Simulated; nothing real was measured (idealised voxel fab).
Herein follows the process module entitled voxel air gaps.
It is cross-section cut that appears here, measuring 275 nm in width, its square cells being 5 nm in size.
Format of a cross-section: grid, square cells. Given as bands. Order: top down. Band: one or more rows of cells.
For a band, the entry starts with two heights in nm, that of the top and then that of the bottom, and carries on with the band's materials in order from left to right, each alongside its width in nm; the word "all across" beside a single material means it fills the band edge to edge, and "blank" means empty space.
Basically, 0 is our baseline, since under it the wafer straight out of the box is all one material. The bottom band has no lower end and keeps on going down, so it looks like "0..down".
Quick explanation for "30..40": the width changes in equal steps down the rows of cells, from the first number in the band's top row to the second number in its bottom row.
Given "no modifications" for a step, no cell of the cross-section differs between before and after that step.
"Closed void register" - sealed voids, min. 8 cells, no opening to top; format: width x height at distance (distance from left edge; nm throughout).
Where a step's line continues beyond its settings, the continuation is a remark by the simulator itself on that step.
Regarding "overlay nm": on a step with a mask, it is the distance the mask lay to the right of its planned place; a negative value places it to the left.

The following list gives the planned process steps:
| 1 | RECEIVE (material Si) |
| 2 | CONFORMAL_DEP (material SiO2; thk nm 10) |
| 3 | CONFORMAL_DEP (material SiCN; thk nm 5) |
| 4 | DIRECTIONAL_DEP (material SiO2; thk nm 40) |
| 5 | DIRECTIONAL_DEP (material aC; thk nm 10) |
| 6 | PATTERN (tone open; mask id LINES; material resist; width nm 25; pitch nm 55; thk nm 30; overlay nm -15) |
| 7 | DIRECTIONAL_ETCH (etch materials aC; depth nm 10) |
| 8 | STRIP (etch materials resist) |
| 9 | DIRECTIONAL_ETCH (etch materials SiO2; depth nm 40) |
| 10 | STRIP (etch materials aC) |
| 11 | CONFORMAL_DEP (material TiN; thk nm 5) |
| 12 | FILL_DEP (material Ru; thk nm 10) |
| 13 | CMP (height nm 55) |
| 14 | EPI (material Ru; thk nm 10) |
| 15 | SELECTIVE_ETCH (etch materials SiO2; depth nm 50) |
| 16 | CONFORMAL_DEP (material SiCN; thk nm 5) |
For this document, wafers share an identical start and vary in the step 6 overlay nm; the plan quotes the first wafer's value.

The first of several wafers as received, shown in cross-section; this is its state after step 1:
> 0..down  Si all across
> Closed void register: none

Rows = wafers. At module end, each row lists per material the cells gained (+) or lost (-) since the wafer was received, then the closed voids:
overlay nm -15, +117 Ru, +194 SiCN, +110 SiO2, +57 TiN, Closed void register: 20 x 30 at 85; 20 x 30 at 140
overlay nm -10, +117 Ru, +194 SiCN, +110 SiO2, +57 TiN, Closed void register: 20 x 30 at 90; 20 x 30 at 145
overlay nm -5, +117 Ru, +194 SiCN, +110 SiO2, +57 TiN, Closed void register: 20 x 30 at 95; 20 x 30 at 150
overlay nm 0, +117 Ru, +194 SiCN, +110 SiO2, +57 TiN, Closed void register: 20 x 30 at 100; 20 x 30 at 155
overlay nm 5, +117 Ru, +194 SiCN, +110 SiO2, +57 TiN, Closed void register: 20 x 30 at 105; 20 x 30 at 160
overlay nm 10, +117 Ru, +194 SiCN, +110 SiO2, +57 TiN, Closed void register: 20 x 30 at 110; 20 x 30 at 165
overlay nm 15, +117 Ru, +194 SiCN, +110 SiO2, +57 TiN, Closed void register: 20 x 30 at 115; 20 x 30 at 170
